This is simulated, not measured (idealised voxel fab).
Documented hereafter: the process module known as voxel gate over fins.
Displayed cross-section: cut, width of 230 nm, square cells sized 5 nm.
When this document writes out a cross-section, it uses a grid of square cells and lists it as bands, beginning at the top and moving down, with a band standing for one or more rows of cells.
Per band: top height and bottom height in nm, followed by the left-to-right materials and their widths in nm; "throughout" marks a single material spanning edge to edge, "air" marks empty space.
Below 0: as-received wafer, all one material; heights counted from there. Lowest band: no bottom, goes on down, written "top 0, no bottom".
A width such as "30 to 40" changes by the same amount from each row of cells to the next, from the band's top row to its bottom row.
Where a step carries "identical to before", the cross-section came out of it unchanged, cell for cell.
"Sealed voids" enumerates empty spaces isolated from the top, with no open way to it, that contain at least 8 cells, giving each as width x height at distance from the left edge, all three in nm.
Whatever follows a step's settings on its line is a remark the simulator itself makes about that step.
The setting "overlay nm" may be written on the line of a step. When the step uses a mask, the value reports how far to the right of the planned place the mask lay, and a negative value reports that it lay to the left.

# Steps planned for the process
1: RECEIVE, material Si
2: CONFORMAL_DEP, material SiN, thk nm 5
3: PATTERN, tone cover, mask id FINS, material resist, width nm 15, pitch nm 50, thk nm 20, overlay nm 0
4: DIRECTIONAL_ETCH, etch materials SiN, depth nm 5
5: DIRECTIONAL_ETCH, etch materials Si, depth nm 40
6: STRIP, etch materials resist
7: FILL_DEP, material SiO2, thk nm 15
8: CMP, height nm 5
9: PATTERN, tone open, mask id RAIL, material resist, width nm 15, thk nm 20, overlay nm 0
10: DIRECTIONAL_ETCH, etch materials SiO2, depth nm 40
11: STRIP, etch materials resist
12: CONFORMAL_DEP, material TiN, thk nm 5
13: FILL_DEP, material Ru, thk nm 5
14: CMP, height nm 5
15: SELECTIVE_ETCH, etch materials W Ru TiN, depth nm 25
16: FILL_DEP, material SiO2, thk nm 5
17: CMP, height nm 5
18: SELECTIVE_ETCH, etch materials SiO2, depth nm 15
19: STRIP, etch materials SiN
20: CONFORMAL_DEP, material HfO2, thk nm 5
21: CONFORMAL_DEP, material TiN, thk nm 5
22: FILL_DEP, material W, thk nm 10
23: CMP, height nm 15
24: CONFORMAL_DEP, material SiCN, thk nm 10

# First out of two wafers; run went to plan

# as received, after step 1
	top 0, no bottom: Si throughout
	Sealed voids: none

# Sectional view: wafer, after step 2
	top 5, bottom 0: SiN throughout
	Nothing below the height 0 has changed.

# Sectional view: wafer, after step 3
	top 25, bottom 5: 55 of air, then 15 of resist, then 35 of air, then 15 of resist, then 35 of air, then 15 of resist, then 60 of air
	Nothing below the height 5 has changed.

# Sectional view: wafer, after step 4
	top 25, bottom 5: 55 of air, then 15 of resist, then 35 of air, then 15 of resist, then 35 of air, then 15 of resist, then 60 of air
	top 5, bottom 0: 55 of air, then 15 of SiN, then 35 of air, then 15 of SiN, then 35 of air, then 15 of SiN, then 60 of air
	Nothing below the height 0 has changed.

# Sectional view: wafer, after step 5
	top 25, bottom 5: 55 of air, then 15 of resist, then 35 of air, then 15 of resist, then 35 of air, then 15 of resist, then 60 of air
	top 5, bottom 0: 55 of air, then 15 of SiN, then 35 of air, then 15 of SiN, then 35 of air, then 15 of SiN, then 60 of air
	top 0, bottom -40: 55 of air, then 15 of Si, then 35 of air, then 15 of Si, then 35 of air, then 15 of Si, then 60 of air
	Nothing below the height -40 has changed.

# Sectional view: wafer, after step 6
	top 5, bottom 0: 55 of air, then 15 of SiN, then 35 of air, then 15 of SiN, then 35 of air, then 15 of SiN, then 60 of air
	Nothing below the height 0 has changed.

# Sectional view: wafer, after step 7
	top 20, bottom 5: SiO2 throughout
	top 5, bottom 0: 55 of SiO2, then 15 of SiN, then 35 of SiO2, then 15 of SiN, then 35 of SiO2, then 15 of SiN, then 60 of SiO2
	top 0, bottom -40: 55 of SiO2, then 15 of Si, then 35 of SiO2, then 15 of Si, then 35 of SiO2, then 15 of Si, then 60 of SiO2
	Nothing below the height -40 has changed.

# Sectional view: wafer, after step 8
	top 5, bottom 0: 55 of SiO2, then 15 of SiN, then 35 of SiO2, then 15 of SiN, then 35 of SiO2, then 15 of SiN, then 60 of SiO2
	Nothing below the height 0 has changed.

# Sectional view: wafer, after step 9
	top 25, bottom 5: 80 of resist, then 15 of air, then 135 of resist
	Nothing below the height 5 has changed.

# Sectional view: wafer, after step 10
	top 25, bottom 5: 80 of resist, then 15 of air, then 135 of resist
	top 5, bottom 0: 55 of SiO2, then 15 of SiN, then 10 of SiO2, then 15 of air, then 10 of SiO2, then 15 of SiN, then 35 of SiO2, then 15 of SiN, then 60 of SiO2
	top 0, bottom -35: 55 of SiO2, then 15 of Si, then 10 of SiO2, then 15 of air, then 10 of SiO2, then 15 of Si, then 35 of SiO2, then 15 of Si, then 60 of SiO2
	Nothing below the height -35 has changed.

# Sectional view: wafer, after step 11
	top 5, bottom 0: 55 of SiO2, then 15 of SiN, then 10 of SiO2, then 15 of air, then 10 of SiO2, then 15 of SiN, then 35 of SiO2, then 15 of SiN, then 60 of SiO2
	Nothing below the height 0 has changed.

# Sectional view: wafer, after step 12
	top 10, bottom 5: 85 of TiN, then 5 of air, then 140 of TiN
	top 5, bottom 0: 55 of SiO2, then 15 of SiN, then 10 of SiO2, then 5 of TiN, then 5 of air, then 5 of TiN, then 10 of SiO2, then 15 of SiN, then 35 of SiO2, then 15 of SiN, then 60 of SiO2
	top 0, bottom -30: 55 of SiO2, then 15 of Si, then 10 of SiO2, then 5 of TiN, then 5 of air, then 5 of TiN, then 10 of SiO2, then 15 of Si, then 35 of SiO2, then 15 of Si, then 60 of SiO2
	top -30, bottom -35: 55 of SiO2, then 15 of Si, then 10 of SiO2, then 15 of TiN, then 10 of SiO2, then 15 of Si, then 35 of SiO2, then 15 of Si, then 60 of SiO2
	Nothing below the height -35 has changed.

# Sectional view: wafer, after step 13
	top 15, bottom 10: Ru throughout
	top 10, bottom 5: 85 of TiN, then 5 of Ru, then 140 of TiN
	top 5, bottom 0: 55 of SiO2, then 15 of SiN, then 10 of SiO2, then 5 of TiN, then 5 of Ru, then 5 of TiN, then 10 of SiO2, then 15 of SiN, then 35 of SiO2, then 15 of SiN, then 60 of SiO2
	top 0, bottom -30: 55 of SiO2, then 15 of Si, then 10 of SiO2, then 5 of TiN, then 5 of Ru, then 5 of TiN, then 10 of SiO2, then 15 of Si, then 35 of SiO2, then 15 of Si, then 60 of SiO2
	Nothing below the height -30 has changed.

# Sectional view: wafer, after step 14
	top 5, bottom 0: 55 of SiO2, then 15 of SiN, then 10 of SiO2, then 5 of TiN, then 5 of Ru, then 5 of TiN, then 10 of SiO2, then 15 of SiN, then 35 of SiO2, then 15 of SiN, then 60 of SiO2
	Nothing below the height 0 has changed.

# Sectional view: wafer, after step 15
	top 5, bottom 0: 55 of SiO2, then 15 of SiN, then 10 of SiO2, then 15 of air, then 10 of SiO2, then 15 of SiN, then 35 of SiO2, then 15 of SiN, then 60 of SiO2
	top 0, bottom -20: 55 of SiO2, then 15 of Si, then 10 of SiO2, then 15 of air, then 10 of SiO2, then 15 of Si, then 35 of SiO2, then 15 of Si, then 60 of SiO2
	Nothing below the height -20 has changed.

# Sectional view: wafer, after step 16
	top 10, bottom 5: SiO2 throughout
	top 5, bottom 0: 55 of SiO2, then 15 of SiN, then 35 of SiO2, then 15 of SiN, then 35 of SiO2, then 15 of SiN, then 60 of SiO2
	top 0, bottom -20: 55 of SiO2, then 15 of Si, then 35 of SiO2, then 15 of Si, then 35 of SiO2, then 15 of Si, then 60 of SiO2
	Nothing below the height -20 has changed.

# Sectional view: wafer, after step 17
	top 5, bottom 0: 55 of SiO2, then 15 of SiN, then 35 of SiO2, then 15 of SiN, then 35 of SiO2, then 15 of SiN, then 60 of SiO2
	Nothing below the height 0 has changed.

# Sectional view: wafer, after step 18
	top 5, bottom 0: 55 of air, then 15 of SiN, then 35 of air, then 15 of SiN, then 35 of air, then 15 of SiN, then 60 of air
	top 0, bottom -10: 55 of air, then 15 of Si, then 35 of air, then 15 of Si, then 35 of air, then 15 of Si, then 60 of air
	Nothing below the height -10 has changed.

# Sectional view: wafer, after step 19
	top 0, bottom -10: 55 of air, then 15 of Si, then 35 of air, then 15 of Si, then 35 of air, then 15 of Si, then 60 of air
	Nothing below the height -10 has changed.

# Sectional view: wafer, after step 20
	top 5, bottom 0: 50 of air, then 25 of HfO2, then 25 of air, then 25 of HfO2, then 25 of air, then 25 of HfO2, then 55 of air
	top 0, bottom -5: 50 of air, then 5 of HfO2, then 15 of Si, then 5 of HfO2, then 25 of air, then 5 of HfO2, then 15 of Si, then 5 of HfO2, then 25 of air, then 5 of HfO2, then 15 of Si, then 5 of HfO2, then 55 of air
	top -5, bottom -10: 55 of HfO2, then 15 of Si, then 35 of HfO2, then 15 of Si, then 35 of HfO2, then 15 of Si, then 60 of HfO2
	Nothing below the height -10 has changed.

# Sectional view: wafer, after step 21
	top 10, bottom 5: 45 of air, then 35 of TiN, then 15 of air, then 35 of TiN, then 15 of air, then 35 of TiN, then 50 of air
	top 5, bottom 0: 45 of air, then 5 of TiN, then 25 of HfO2, then 5 of TiN, then 15 of air, then 5 of TiN, then 25 of HfO2, then 5 of TiN, then 15 of air, then 5 of TiN, then 25 of HfO2, then 5 of TiN, then 50 of air
	top 0, bottom -5: 50 of TiN, then 5 of HfO2, then 15 of Si, then 5 of HfO2, then 25 of TiN, then 5 of HfO2, then 15 of Si, then 5 of HfO2, then 25 of TiN, then 5 of HfO2, then 15 of Si, then 5 of HfO2, then 55 of TiN
	Nothing below the height -5 has changed.

# Sectional view: wafer, after step 22
	top 20, bottom 10: W throughout
	top 10, bottom 5: 45 of W, then 35 of TiN, then 15 of W, then 35 of TiN, then 15 of W, then 35 of TiN, then 50 of W
	top 5, bottom 0: 45 of W, then 5 of TiN, then 25 of HfO2, then 5 of TiN, then 15 of W, then 5 of TiN, then 25 of HfO2, then 5 of TiN, then 15 of W, then 5 of TiN, then 25 of HfO2, then 5 of TiN, then 50 of W
	Nothing below the height 0 has changed.

# Sectional view: wafer, after step 23
	top 15, bottom 10: W throughout
	Nothing below the height 10 has changed.

# Sectional view: wafer, after step 24
	top 25, bottom 15: SiCN throughout
	Nothing below the height 15 has changed.

# Here the second wafer is described. Its start and its plan were those of the first wafer. Its run contained one mistake. Up to and including step 19, it did exactly what the first wafer did

# The second wafer cut through, at the time step 20 was supposed to be finished
	top 5, bottom 0: 50 of air, then 25 of SiCN, then 25 of air, then 25 of SiCN, then 25 of air, then 25 of SiCN, then 55 of air
	top 0, bottom -5: 50 of air, then 5 of SiCN, then 15 of Si, then 5 of SiCN, then 25 of air, then 5 of SiCN, then 15 of Si, then 5 of SiCN, then 25 of air, then 5 of SiCN, then 15 of Si, then 5 of SiCN, then 55 of air
	top -5, bottom -10: 55 of SiCN, then 15 of Si, then 35 of SiCN, then 15 of Si, then 35 of SiCN, then 15 of Si, then 60 of SiCN
	Nothing below the height -10 has changed.

# The second wafer cut through, at the time step 21 was supposed to be finished
	top 10, bottom 5: 45 of air, then 35 of TiN, then 15 of air, then 35 of TiN, then 15 of air, then 35 of TiN, then 50 of air
	top 5, bottom 0: 45 of air, then 5 of TiN, then 25 of SiCN, then 5 of TiN, then 15 of air, then 5 of TiN, then 25 of SiCN, then 5 of TiN, then 15 of air, then 5 of TiN, then 25 of SiCN, then 5 of TiN, then 50 of air
	top 0, bottom -5: 50 of TiN, then 5 of SiCN, then 15 of Si, then 5 of SiCN, then 25 of TiN, then 5 of SiCN, then 15 of Si, then 5 of SiCN, then 25 of TiN, then 5 of SiCN, then 15 of Si, then 5 of SiCN, then 55 of TiN
	Nothing below the height -5 has changed.

# The second wafer cut through, at the time step 22 was supposed to be finished
	top 20, bottom 10: W throughout
	top 10, bottom 5: 45 of W, then 35 of TiN, then 15 of W, then 35 of TiN, then 15 of W, then 35 of TiN, then 50 of W
	top 5, bottom 0: 45 of W, then 5 of TiN, then 25 of SiCN, then 5 of TiN, then 15 of W, then 5 of TiN, then 25 of SiCN, then 5 of TiN, then 15 of W, then 5 of TiN, then 25 of SiCN, then 5 of TiN, then 50 of W
	Nothing below the height 0 has changed.

# The second wafer cut through, at the time step 23 was supposed to be finished
	top 15, bottom 10: W throughout
	Nothing below the height 10 has changed.

# The second wafer cut through, at the time step 24 was supposed to be finished
	top 25, bottom 15: SiCN throughout
	Nothing below the height 15 has changed.
What was done differently from what was planned? step 20 was run on a setting that differed from the plan, and what really ran there is CONFORMAL_DEP, material SiCN, thk nm 5
In the final state, the cell counts of the second wafer exceed or fall short of those of the first for the following materials: -58 HfO2 | +58 SiCN
